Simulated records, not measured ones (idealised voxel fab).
process module | voxel wiring stack
cross-section cut | 240 nm wide | cells 5 nm
A cross-section is a grid of square cells, given in bands from the top down. A band is one or more rows of cells.
Each band's line starts with the height of the band's top and of its bottom, in nm. Then come its materials from left to right, each with its width in nm. One material with "throughout" fills the band from edge to edge. "air" is empty space.
Height 0 is the level under which the wafer as received is all one material. The lowest band goes on downwards, as in "0 down".
A width such as "30 to 40" changes by the same amount from each row of cells to the next, from the band's top row to its bottom row.
"no change" after a step means that no cell of the cross-section changed.
closed voids: empty space of 8 cells or more with no open way to the top, each as width x height at its distance from the left edge, in nm
after a step's settings: what the simulator itself notes on the step
overlay nm, on a step with a mask: how far to the right of its planned place the mask lay; to the left if negative
plan
1 op RECEIVE | material Si
2 op CONFORMAL_DEP | material SiO2 | thk nm 10
3 op DIRECTIONAL_DEP | material TiN | thk nm 5
4 op DIRECTIONAL_DEP | material Ru | thk nm 25
5 op MASKED_ETCH | tone cover | mask id METAL_1 | width nm 20 | pitch nm 50 | etch materials Ru | depth nm 25 | overlay nm 0
6 op MASKED_ETCH | tone cover | mask id METAL_1 | width nm 20 | pitch nm 50 | etch materials TiN | depth nm 5 | overlay nm 0
7 op CONFORMAL_DEP | material SiCN | thk nm 5
8 op FILL_DEP | material lowk | thk nm 10
9 op CMP | height nm 40
10 op CONFORMAL_DEP | material SiCN | thk nm 5
11 op DIRECTIONAL_DEP | material lowk | thk nm 15
12 op DIRECTIONAL_DEP | material aC | thk nm 15
13 op PATTERN | tone open | mask id PLUG_1 | material resist | width nm 15 | pitch nm 50 | thk nm 30 | overlay nm 0
14 op DIRECTIONAL_ETCH | etch materials aC | depth nm 15
15 op STRIP | etch materials resist
16 op DIRECTIONAL_ETCH | etch materials lowk | depth nm 15
17 op DIRECTIONAL_ETCH | etch materials SiCN | depth nm 5
18 op STRIP | etch materials aC
19 op EPI | material Ru | thk nm 10
20 op EPI | material Ru | thk nm 10
21 op CONFORMAL_DEP | material SiN | thk nm 5
22 op DIRECTIONAL_DEP | material SiO2 | thk nm 25
23 op PATTERN | tone open | mask id METAL_2 | material resist | width nm 20 | pitch nm 50 | thk nm 15 | overlay nm 0
24 op DIRECTIONAL_ETCH | etch materials SiO2 | depth nm 25
25 op DIRECTIONAL_ETCH | etch materials SiN | depth nm 5
26 op STRIP | etch materials resist
27 op CONFORMAL_DEP | material TiN | thk nm 5
28 op FILL_DEP | material Ru | thk nm 10
29 op CMP | height nm 90
30 op CONFORMAL_DEP | material SiCN | thk nm 5
31 op DIRECTIONAL_DEP | material lowk | thk nm 30
32 op MASKED_ETCH | tone open | mask id METAL_3 | width nm 20 | pitch nm 50 | etch materials lowk | depth nm 15 | overlay nm 0
33 op PATTERN | tone open | mask id METAL_3_HOLES | material resist | width nm 15 | pitch nm 100 | thk nm 20 | overlay nm 0
34 op DIRECTIONAL_ETCH | etch materials lowk | depth nm 15
35 op DIRECTIONAL_ETCH | etch materials SiCN | depth nm 5
36 op STRIP | etch materials resist
37 op CONFORMAL_DEP | material TiN | thk nm 5
38 op FILL_DEP | material Ru | thk nm 10
39 op CMP | height nm 125
40 op CONFORMAL_DEP | material SiCN | thk nm 5
41 op DIRECTIONAL_DEP | material SiO2 | thk nm 30
42 op DIRECTIONAL_DEP | material aC | thk nm 10
43 op PATTERN | tone open | mask id METAL_4 | material resist | width nm 20 | pitch nm 50 | thk nm 30 | overlay nm 0
44 op DIRECTIONAL_ETCH | etch materials aC | depth nm 10
45 op STRIP | etch materials resist
46 op DIRECTIONAL_ETCH | etch materials SiO2 | depth nm 15
47 op STRIP | etch materials aC
48 op MASKED_ETCH | tone open | mask id METAL_4_HOLES | width nm 15 | pitch nm 100 | etch materials SiO2 | depth nm 15 | overlay nm 0
49 op MASKED_ETCH | tone open | mask id METAL_4_HOLES | width nm 15 | pitch nm 100 | etch materials SiCN | depth nm 5 | overlay nm 0
50 op CONFORMAL_DEP | material TiN | thk nm 5
51 op FILL_DEP | material Cu | thk nm 5
52 op CMP | height nm 160
53 op CONFORMAL_DEP | material SiCN | thk nm 5
as received, after step 1
  0 down: Si throughout
  closed voids: none
a wafer at the end: this start, this plan, one mistake
  165 to 160: SiCN throughout
  160 to 150: SiO2 60 | TiN 5 | Cu 10 | TiN 5 | SiO2 30 | TiN 5 | Cu 10 | TiN 5 | SiO2 30 | TiN 5 | Cu 10 | TiN 5 | SiO2 60
  150 to 145: SiO2 60 | TiN 5 | Cu 5 | TiN 10 | SiO2 30 | TiN 20 | SiO2 30 | TiN 5 | Cu 5 | TiN 10 | SiO2 60
  145 to 130: SiO2 60 | TiN 5 | Cu 5 | TiN 5 | SiO2 85 | TiN 5 | Cu 5 | TiN 5 | SiO2 65
  130 to 125: SiCN 60 | TiN 15 | SiCN 85 | TiN 15 | SiCN 65
  125 to 115: lowk 60 | TiN 5 | Ru 10 | TiN 5 | lowk 30 | TiN 5 | Ru 10 | TiN 5 | lowk 30 | TiN 5 | Ru 10 | TiN 5 | lowk 60
  115 to 110: lowk 60 | TiN 5 | Ru 5 | TiN 10 | lowk 30 | TiN 20 | lowk 30 | TiN 5 | Ru 5 | TiN 10 | lowk 60
  110 to 95: lowk 60 | TiN 5 | Ru 5 | TiN 5 | lowk 85 | TiN 5 | Ru 5 | TiN 5 | lowk 65
  95 to 90: SiCN 60 | TiN 15 | SiCN 85 | TiN 15 | SiCN 65
  90 to 75: SiO2 60 | TiN 5 | Ru 10 | TiN 5 | SiO2 30 | TiN 5 | Ru 10 | TiN 5 | SiO2 30 | TiN 5 | Ru 10 | TiN 5 | SiO2 60
  75 to 70: SiO2 45 | SiN 15 | TiN 20 | SiN 10 | SiO2 5 | SiN 15 | TiN 20 | SiN 10 | SiO2 5 | SiN 15 | TiN 20 | SiN 10 | SiO2 50
  70 to 65: SiO2 45 | SiN 5 | Ru 35 | SiN 5 | SiO2 5 | SiN 5 | Ru 35 | SiN 5 | SiO2 5 | SiN 5 | Ru 35 | SiN 5 | SiO2 50
  65 to 60: SiN 50 | Ru 35 | SiN 15 | Ru 35 | SiN 15 | Ru 35 | SiN 55
  60 to 45: lowk 60 | Ru 15 | lowk 35 | Ru 15 | lowk 35 | Ru 15 | lowk 65
  45 to 40: SiCN 60 | Ru 15 | SiCN 35 | Ru 15 | SiCN 35 | Ru 15 | SiCN 65
  40 to 15: lowk 55 | SiCN 5 | Ru 20 | SiCN 5 | lowk 20 | SiCN 5 | Ru 20 | SiCN 5 | lowk 20 | SiCN 5 | Ru 20 | SiCN 5 | lowk 55
  15 to 10: SiCN 60 | TiN 20 | SiCN 30 | TiN 20 | SiCN 30 | TiN 20 | SiCN 60
  10 to 0: SiO2 throughout
  0 down: Si throughout
  closed voids: none
what went wrong: one of the steps 19 and 20, which are alike, was run twice
